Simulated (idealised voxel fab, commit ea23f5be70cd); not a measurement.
Presented below is a process module, voxel air gaps.
Xsec cut, 210 nm wide, square cell size 5 nm.
Format of a cross-section: grid, square cells. Given as bands. Order: top down. Band: one or more rows of cells.
Band: top and bottom heights (nm) first, top before bottom; then materials from left to right, widths in nm. "everywhere" marks a sole material filling the band edge to edge. "air" denotes empty space.
Measure heights from 0. That's the level where, below it, the as-received wafer is all one material. The lowest band is bottomless and extends downward; write it as in "from 0 down".
Read "30 to 40" as a graded width: first number on top, second number at the bottom, same change between each pair of neighbouring rows.
It should be understood that the words "no alterations made", when stated for a given step, signify that the cross-section underwent no change in any of its cells during that step.
Each empty space that has no open way to the top and spans at least 8 cells appears under "Trapped voids" as width x height at distance, the distance counted from the left edge, all in nm.
after a step's settings: what the simulator itself notes on the step
On any step carrying a mask, the "overlay nm" setting, if present on the step's line, tells how far right of its planned place the mask lay; negative values point to the left.

# Set out below are the planned steps of the process
1. RECEIVE,material Si
2. CONFORMAL_DEP,material SiO2,thk nm 10
3. CONFORMAL_DEP,material SiCN,thk nm 5
4. DIRECTIONAL_DEP,material SiO2,thk nm 35
5. PATTERN,tone open,mask id LINES,material resist,width nm 15,pitch nm 40,thk nm 15,overlay nm 0
6. DIRECTIONAL_ETCH,etch materials SiO2,depth nm 35
7. STRIP,etch materials resist
8. CONFORMAL_DEP,material TiN,thk nm 5
9. FILL_DEP,material Cu,thk nm 10
10. CMP,height nm 50
11. EPI,material Ru,thk nm 10
12. SELECTIVE_ETCH,etch materials SiO2,depth nm 45
13. CONFORMAL_DEP,material SiCN,thk nm 5

# Cross-section of the wafer at receipt, which is the condition after step 1
- from 0 down: Si everywhere
- Trapped voids: none

# Module complete, cross-section. Starting point and plan per above. One mistake made in running the module
- from 60 to 55: 45 nm air | 35 nm SiCN | 5 nm air | 35 nm SiCN | 5 nm air | 35 nm SiCN | 50 nm air
- from 55 to 50: 45 nm air | 5 nm SiCN | 25 nm Ru | 5 nm SiCN | 5 nm air | 5 nm SiCN | 25 nm Ru | 5 nm SiCN | 5 nm air | 5 nm SiCN | 25 nm Ru | 5 nm SiCN | 50 nm air
- from 50 to 45: 45 nm air | 10 nm SiCN | 5 nm TiN | 5 nm Cu | 5 nm TiN | 10 nm SiCN | 5 nm air | 10 nm SiCN | 5 nm TiN | 5 nm Cu | 5 nm TiN | 10 nm SiCN | 5 nm air | 10 nm SiCN | 5 nm TiN | 5 nm Cu | 5 nm TiN | 10 nm SiCN | 50 nm air
- from 45 to 20: 50 nm air | 5 nm SiCN | 5 nm TiN | 5 nm Cu | 5 nm TiN | 5 nm SiCN | 15 nm air | 5 nm SiCN | 5 nm TiN | 5 nm Cu | 5 nm TiN | 5 nm SiCN | 15 nm air | 5 nm SiCN | 5 nm TiN | 5 nm Cu | 5 nm TiN | 5 nm SiCN | 55 nm air
- from 20 to 15: 55 nm SiCN | 15 nm TiN | 25 nm SiCN | 15 nm TiN | 25 nm SiCN | 15 nm TiN | 60 nm SiCN
- from 15 to 10: SiCN everywhere
- from 10 to 0: SiO2 everywhere
- from 0 down: Si everywhere
- Trapped voids: none
Deviation noted in wafer processing: not per plan at step 11, really ran EPI,material Ru,thk nm 5
